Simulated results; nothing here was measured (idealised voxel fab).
Proc. module: voxel released beams
This is section cut - it's 230 nm across, gridded in 5 nm square cells.
Cross-section, as written here: a square-cell grid given band by band from the top down, where a band holds one or more rows of cells. This entry defines a band. It first specifies the height of the band's top and the height of its bottom in nm, and then specifies the band's materials from left to right, stating each material with its width in nm. The word "everywhere" identifies a single material that fills the band from edge to edge, while the word "empty" identifies empty space. Height is counted from the level 0, under which the received wafer is composed throughout of one material. The lowest of the bands is not closed at the bottom but continues downward, in the notation "0 and below". The expression "30 to 40" gives the width at the extremes of the band, the first number at its top row of cells and the second at its bottom row, with the width changing by equal amounts from each row to the next in between. What does "stayed the same" mean for a step? It means no cell of the cross-section changed in that step. Heads up: "Closed void catalog" only lists the empty pockets with no open path to the top that are 8 cells or more, and it writes them as width x height at distance, distance from the left edge, in nm. after a step's settings: what the simulator itself notes on the step. What "overlay nm" on a step's line means: if the step has a mask, that mask lay this far to the right of its planned place, or, when the value is negative, to the left.
Process steps - plan
| 1 | RECEIVE,material Si |
| 2 | CONFORMAL_DEP,material SiN,thk nm 10 |
| 3 | DIRECTIONAL_DEP,material SiO2,thk nm 20 |
| 4 | PATTERN,tone open,mask id ANCHOR,material resist,width nm 25,thk nm 15,overlay nm 0 |
| 5 | DIRECTIONAL_ETCH,etch materials SiO2,depth nm 20 |
| 6 | STRIP,etch materials resist |
| 7 | CONFORMAL_DEP,material polySi,thk nm 10 |
| 8 | PATTERN,tone cover,mask id BEAM,material resist,width nm 90,thk nm 20,overlay nm 0 |
| 9 | DIRECTIONAL_ETCH,etch materials polySi,depth nm 10 |
| 10 | STRIP,etch materials resist |
| 11 | STRIP,etch materials SiO2 |
Account of the first of two wafers, which was processed as intended
Cross-section of the wafer as it came to us, i.e., already through step 1
0 and below | Si everywhere
Closed void catalog: none
Cross-section of the wafer subsequent to step 2
10 down to 0 | SiN everywhere
Rest of section, below 0: as before.
Cross-section of the wafer subsequent to step 3
30 down to 10 | SiO2 everywhere
Rest of section, below 10: as before.
Cross-section of the wafer subsequent to step 4
45 down to 30 | resist=70 | empty=25 | resist=135
Rest of section, below 30: as before.
Cross-section of the wafer subsequent to step 5
45 down to 30 | resist=70 | empty=25 | resist=135
30 down to 10 | SiO2=70 | empty=25 | SiO2=135
Rest of section, below 10: as before.
Cross-section of the wafer subsequent to step 6
30 down to 10 | SiO2=70 | empty=25 | SiO2=135
Rest of section, below 10: as before.
Cross-section of the wafer subsequent to step 7
40 down to 30 | polySi=80 | empty=5 | polySi=145
30 down to 20 | SiO2=70 | polySi=10 | empty=5 | polySi=10 | SiO2=135
20 down to 10 | SiO2=70 | polySi=25 | SiO2=135
Rest of section, below 10: as before.
Cross-section of the wafer subsequent to step 8
60 down to 40 | empty=65 | resist=90 | empty=75
40 down to 30 | polySi=80 | resist=5 | polySi=145
30 down to 20 | SiO2=70 | polySi=10 | resist=5 | polySi=10 | SiO2=135
Rest of section, below 20: as before.
Cross-section of the wafer subsequent to step 9
60 down to 40 | empty=65 | resist=90 | empty=75
40 down to 30 | empty=65 | polySi=15 | resist=5 | polySi=70 | empty=75
Rest of section, below 30: as before.
Cross-section of the wafer subsequent to step 10
40 down to 30 | empty=65 | polySi=15 | empty=5 | polySi=70 | empty=75
30 down to 20 | SiO2=70 | polySi=10 | empty=5 | polySi=10 | SiO2=135
Rest of section, below 20: as before.
Cross-section of the wafer subsequent to step 11
40 down to 30 | empty=65 | polySi=15 | empty=5 | polySi=70 | empty=75
30 down to 20 | empty=70 | polySi=10 | empty=5 | polySi=10 | empty=135
20 down to 10 | empty=70 | polySi=25 | empty=135
Rest of section, below 10: as before.
Wafer two of two - same starting point, same process plan, one mistake in execution; matches wafer one up to and including step 1
Look at the second wafer in cross-section at the time step 2 ought to have finished: stayed the same
Look at the second wafer in cross-section at the time step 3 ought to have finished
20 down to 0 | SiO2 everywhere
Rest of section, below 0: as before.
Look at the second wafer in cross-section at the time step 4 ought to have finished
35 down to 20 | resist=70 | empty=25 | resist=135
Rest of section, below 20: as before.
Look at the second wafer in cross-section at the time step 5 ought to have finished
35 down to 20 | resist=70 | empty=25 | resist=135
20 down to 0 | SiO2=70 | empty=25 | SiO2=135
Rest of section, below 0: as before.
Look at the second wafer in cross-section at the time step 6 ought to have finished
20 down to 0 | SiO2=70 | empty=25 | SiO2=135
Rest of section, below 0: as before.
Look at the second wafer in cross-section at the time step 7 ought to have finished
30 down to 20 | polySi=80 | empty=5 | polySi=145
20 down to 10 | SiO2=70 | polySi=10 | empty=5 | polySi=10 | SiO2=135
10 down to 0 | SiO2=70 | polySi=25 | SiO2=135
Rest of section, below 0: as before.
Look at the second wafer in cross-section at the time step 8 ought to have finished
50 down to 30 | empty=65 | resist=90 | empty=75
30 down to 20 | polySi=80 | resist=5 | polySi=145
20 down to 10 | SiO2=70 | polySi=10 | resist=5 | polySi=10 | SiO2=135
Rest of section, below 10: as before.
Look at the second wafer in cross-section at the time step 9 ought to have finished
50 down to 30 | empty=65 | resist=90 | empty=75
30 down to 20 | empty=65 | polySi=15 | resist=5 | polySi=70 | empty=75
Rest of section, below 20: as before.
Look at the second wafer in cross-section at the time step 10 ought to have finished
30 down to 20 | empty=65 | polySi=15 | empty=5 | polySi=70 | empty=75
20 down to 10 | SiO2=70 | polySi=10 | empty=5 | polySi=10 | SiO2=135
Rest of section, below 10: as before.
Look at the second wafer in cross-section at the time step 11 ought to have finished
30 down to 20 | empty=65 | polySi=15 | empty=5 | polySi=70 | empty=75
20 down to 10 | empty=70 | polySi=10 | empty=5 | polySi=10 | empty=135
10 down to 0 | empty=70 | polySi=25 | empty=135
Rest of section, below 0: as before.
In executing the process, a mistake was made relative to the plan: step 2 of the plan was excluded from execution and never run
Count the cells at the end and the second wafer has more or fewer of some materials than the first: SiN: 92 fewer
